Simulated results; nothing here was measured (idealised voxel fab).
The name of this process module is voxel transistor to metal.
Section shown: cut. Width: 165 nm. Cell size: 5 nm, square.
Just so we're on the same page, the cross-sections are grids of square cells, and they're listed out in bands top to bottom, each band one or more rows deep. In this notation a band is specified by the heights of its top and bottom, in that order and in nm, after which its materials appear from left to right, each paired with its width in nm. The word "everywhere" attached to a single material means that material fills the band from edge to edge; the word "blank" stands for empty space. Measure heights from 0. That's the level where, below it, the as-received wafer is all one material. The lowest band is bottomless and extends downward; write it as in "0 down". Think of "30 to 40" as a width that walks from the first number to the second as you go down the band, top row to bottom row, taking equal-sized steps from row to row. The cross-section has no changed cell in any step marked "left unchanged". Entry "Closed cavity list". Content: empty spaces with no open connection to the top, size 8 cells or greater. Each: width x height at distance. Distance: from left edge. Unit: nm. The remark found on a step's line after its settings is issued by the simulator itself and pertains to that step. overlay nm: on a step with a mask, how far right of its planned place the mask lay; negative means left.

[Intended process steps]
1) RECEIVE | material Si
2) OXIDIZE | depth nm 5
3) CONFORMAL_DEP | material SiN | thk nm 10
4) MASKED_ETCH | tone cover | mask id ACTIVE | width nm 115 | etch materials SiN | depth nm 10 | overlay nm 0
5) MASKED_ETCH | tone cover | mask id ACTIVE | width nm 115 | etch materials SiO2 | depth nm 5 | overlay nm 0
6) MASKED_ETCH | tone cover | mask id ACTIVE | width nm 115 | etch materials Si | depth nm 30 | overlay nm 0
7) OXIDIZE | depth nm 5
8) FILL_DEP | material SiO2 | thk nm 10
9) CMP | height nm 10
10) SELECTIVE_ETCH | etch materials SiO2 | depth nm 5
11) STRIP | etch materials SiN
12) SELECTIVE_ETCH | etch materials SiO2 | depth nm 5
13) OXIDIZE | depth nm 5
14) DIRECTIONAL_DEP | material polySi | thk nm 20
15) DIRECTIONAL_DEP | material SiCN | thk nm 15
16) DIRECTIONAL_DEP | material aC | thk nm 15
17) PATTERN | tone cover | mask id GATE | material resist | width nm 25 | thk nm 35 | overlay nm 0
18) DIRECTIONAL_ETCH | etch materials aC | depth nm 15
19) STRIP | etch materials resist
20) DIRECTIONAL_ETCH | etch materials SiCN | depth nm 25
21) DIRECTIONAL_ETCH | etch materials polySi | depth nm 30
22) STRIP | etch materials aC
23) CONFORMAL_DEP | material SiN | thk nm 10
24) DIRECTIONAL_ETCH | etch materials SiN | depth nm 10
25) DIRECTIONAL_ETCH | etch materials SiO2 | depth nm 5
26) EPI | material pSi | thk nm 5
27) FILL_DEP | material SiO2 | thk nm 5
28) CMP | height nm 15
29) STRIP | etch materials polySi
30) SELECTIVE_ETCH | etch materials SiO2 | depth nm 5
31) CONFORMAL_DEP | material HfO2 | thk nm 5
32) CONFORMAL_DEP | material TiN | thk nm 5
33) FILL_DEP | material W | thk nm 10
34) CMP | height nm 10
35) DIRECTIONAL_DEP | material SiO2 | thk nm 15
36) DIRECTIONAL_DEP | material aC | thk nm 10
37) PATTERN | tone open | mask id CONTACT | material resist | width nm 20 | pitch nm 85 | thk nm 25 | overlay nm 0
38) DIRECTIONAL_ETCH | etch materials aC | depth nm 10
39) STRIP | etch materials resist
40) DIRECTIONAL_ETCH | etch materials SiO2 | depth nm 30
41) STRIP | etch materials aC
42) CONFORMAL_DEP | material TiN | thk nm 5
43) FILL_DEP | material W | thk nm 5
44) CMP | height nm 25
45) CONFORMAL_DEP | material SiCN | thk nm 5
46) DIRECTIONAL_DEP | material SiO2 | thk nm 20
47) MASKED_ETCH | tone open | mask id METAL_1 | width nm 20 | pitch nm 85 | etch materials SiO2 | depth nm 20 | overlay nm 0
48) MASKED_ETCH | tone open | mask id METAL_1 | width nm 20 | pitch nm 85 | etch materials SiCN | depth nm 5 | overlay nm 0
49) CONFORMAL_DEP | material TiN | thk nm 5
50) FILL_DEP | material Cu | thk nm 5
51) CMP | height nm 50
52) CONFORMAL_DEP | material SiCN | thk nm 5

[Shown in cross-section is the wafer as received, that is, as it stands after step 1]
* 0 down | Si everywhere
* Closed cavity list: none

[Sectioned view, first of two wafers, at the close of the module, processed as intended in the plan]
* 55 to 50 | SiCN everywhere
* 50 to 30 | 30 SiO2 | 5 TiN | 10 Cu | 5 TiN | 65 SiO2 | 5 TiN | 10 Cu | 5 TiN | 30 SiO2
* 30 to 25 | 30 SiCN | 20 TiN | 65 SiCN | 20 TiN | 30 SiCN
* 25 to 10 | 30 SiO2 | 5 TiN | 10 W | 5 TiN | 65 SiO2 | 5 TiN | 10 W | 5 TiN | 30 SiO2
* 10 to 0 | 30 SiO2 | 5 TiN | 10 W | 5 TiN | 10 SiO2 | 10 SiN | 5 HfO2 | 5 TiN | 5 W | 5 TiN | 5 HfO2 | 10 SiN | 10 SiO2 | 5 TiN | 10 W | 5 TiN | 30 SiO2
* 0 to -5 | 20 SiO2 | 10 SiN | 20 TiN | 10 SiO2 | 10 SiN | 5 HfO2 | 15 TiN | 5 HfO2 | 10 SiN | 10 SiO2 | 20 TiN | 10 SiN | 20 SiO2
* -5 to -10 | 30 SiO2 | 30 pSi | 5 SiO2 | 35 HfO2 | 5 SiO2 | 30 pSi | 30 SiO2
* -10 to -40 | 30 SiO2 | 105 Si | 30 SiO2
* -40 down | Si everywhere
* Closed cavity list: none

[Wafer two cross-section, module end. Start and plan unchanged from wafer one; one mistake made during the run]
* 55 to 50 | SiCN everywhere
* 50 to 45 | 30 SiCN | 20 TiN | 65 SiCN | 20 TiN | 30 SiCN
* 45 to 25 | SiO2 everywhere
* 25 to 10 | 30 SiO2 | 5 TiN | 10 W | 5 TiN | 65 SiO2 | 5 TiN | 10 W | 5 TiN | 30 SiO2
* 10 to 0 | 30 SiO2 | 5 TiN | 10 W | 5 TiN | 10 SiO2 | 10 SiN | 5 HfO2 | 5 TiN | 5 W | 5 TiN | 5 HfO2 | 10 SiN | 10 SiO2 | 5 TiN | 10 W | 5 TiN | 30 SiO2
* 0 to -5 | 20 SiO2 | 10 SiN | 20 TiN | 10 SiO2 | 10 SiN | 5 HfO2 | 15 TiN | 5 HfO2 | 10 SiN | 10 SiO2 | 20 TiN | 10 SiN | 20 SiO2
* -5 to -10 | 30 SiO2 | 30 pSi | 5 SiO2 | 35 HfO2 | 5 SiO2 | 30 pSi | 30 SiO2
* -10 to -40 | 30 SiO2 | 105 Si | 30 SiO2
* -40 down | Si everywhere
* Closed cavity list: none
What broke from the plan during processing? the intended sequence of steps 45 and 46 was reversed during processing, with each occupying the position of the other
FYI, end of process, the second wafer has more or fewer cells of some materials than the first: -16 Cu; +32 SiO2; -16 TiN
